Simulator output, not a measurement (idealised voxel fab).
A process module follows: voxel lift off.
295 nm wide, 5 nm square cells: that's cross-section cut.
Notation: cross-section as square-cell grid; stated in bands, top first, going down; one or more cell rows per band. This entry defines a band. It first specifies the height of the band's top and the height of its bottom in nm, and then specifies the band's materials from left to right, stating each material with its width in nm. The word "everywhere" identifies a single material that fills the band from edge to edge, while the word "blank" identifies empty space. Height 0 is the level under which the wafer as received is all one material. The lowest band goes on downwards, as in "0 -> down". The width entry "30->40" should be interpreted row by row: the top row of cells in the band takes the first number, the bottom row takes the second number, and the change between adjacent rows is uniform throughout. "nothing altered", as given for a step, is the statement that not any cell of the cross-section underwent a change during that step. This entry, "Enclosed cavity list", enumerates those empty regions of no fewer than 8 cells that possess no open connection to the top. Each region is reported in the form width x height at distance, the distance being taken from the left edge, with all three quantities expressed in nm. What comes after the settings on a step's line is commentary from the simulator itself on that step. Steps that use a mask can have "overlay nm" on their line. It says how far the mask sat to the right of where it was meant to be. Negative means to the left.
Process steps foreseen in the plan
1) RECEIVE with material Si
2) CONFORMAL_DEP with material SiN, thk nm 5
3) PATTERN with tone open, mask id LINES, material resist, width nm 25, pitch nm 55, thk nm 30, overlay nm 0
4) DIRECTIONAL_DEP with material Ru, thk nm 15
5) STRIP with etch materials resist
6) CONFORMAL_DEP with material SiN, thk nm 10
Cross-section: wafer on arrival = after step 1
- 0 -> down | Si everywhere
- Enclosed cavity list: none
Cross-section, end of module. Start: as above. Plan: as above. Execution: one mistake
- 30 -> 15 | blank=40  SiN=45  blank=10  SiN=45  blank=10  SiN=45  blank=10  SiN=45  blank=45
- 15 -> 0 | SiN everywhere
- 0 -> down | Si everywhere
- Enclosed cavity list: none
what went wrong: step 4 ran with different settings than intended, the actual operation and settings being DIRECTIONAL_DEP with material SiN, thk nm 15
